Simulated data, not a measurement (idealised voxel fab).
process module | voxel air gaps
cross-section cut | 265 nm wide | cells 5 nm
A cross-section is a grid of square cells, given in bands from the top down. A band is one or more rows of cells.
Each band's line starts with the height of the band's top and of its bottom, in nm. Then come its materials from left to right, each with its width in nm. One material with "throughout" fills the band from edge to edge. "air" is empty space.
Height 0 is the level under which the wafer as received is all one material. The lowest band goes on downwards, as in "0 down".
A width such as "30 to 40" changes by the same amount from each row of cells to the next, from the band's top row to its bottom row.
"no change" after a step means that no cell of the cross-section changed.
closed voids: empty space of 8 cells or more with no open way to the top, each as width x height at its distance from the left edge, in nm
after a step's settings: what the simulator itself notes on the step
overlay nm, on a step with a mask: how far to the right of its planned place the mask lay; to the left if negative
plan
1 op RECEIVE | material Si
2 op CONFORMAL_DEP | material SiO2 | thk nm 10
3 op CONFORMAL_DEP | material SiN | thk nm 5
4 op DIRECTIONAL_DEP | material lowk | thk nm 30
5 op PATTERN | tone open | mask id LINES | material resist | width nm 25 | pitch nm 50 | thk nm 15 | overlay nm -15
6 op DIRECTIONAL_ETCH | etch materials lowk | depth nm 30
7 op STRIP | etch materials resist
8 op CONFORMAL_DEP | material TiN | thk nm 5
9 op FILL_DEP | material Ru | thk nm 10
10 op CMP | height nm 45
11 op EPI | material Ru | thk nm 10
12 op SELECTIVE_ETCH | etch materials lowk | depth nm 40
13 op CONFORMAL_DEP | material SiCN | thk nm 5
varied across the wafers: overlay nm of step 5. The plan shows the first wafer's value. All wafers start alike
first wafer as received, after step 1
  0 down: Si throughout
  closed voids: none
each wafer at the end: cells of each material gained (+) or lost (-) since it was received, then its closed voids
overlay nm -15 | +132 Ru | +137 SiCN | +53 SiN | +106 SiO2 | +60 TiN | closed voids: 15 x 20 at 60; 15 x 20 at 110; 15 x 20 at 160
overlay nm -10 | +132 Ru | +137 SiCN | +53 SiN | +106 SiO2 | +60 TiN | closed voids: 15 x 20 at 65; 15 x 20 at 115; 15 x 20 at 165
overlay nm -5 | +132 Ru | +137 SiCN | +53 SiN | +106 SiO2 | +60 TiN | closed voids: 15 x 20 at 70; 15 x 20 at 120; 15 x 20 at 170
overlay nm 0 | +132 Ru | +137 SiCN | +53 SiN | +106 SiO2 | +60 TiN | closed voids: 15 x 20 at 75; 15 x 20 at 125; 15 x 20 at 175
overlay nm 5 | +132 Ru | +137 SiCN | +53 SiN | +106 SiO2 | +60 TiN | closed voids: 15 x 20 at 80; 15 x 20 at 130; 15 x 20 at 180
overlay nm 10 | +132 Ru | +137 SiCN | +53 SiN | +106 SiO2 | +60 TiN | closed voids: 15 x 20 at 85; 15 x 20 at 135; 15 x 20 at 185
overlay nm 15 | +132 Ru | +137 SiCN | +53 SiN | +106 SiO2 | +60 TiN | closed voids: 15 x 20 at 90; 15 x 20 at 140; 15 x 20 at 190
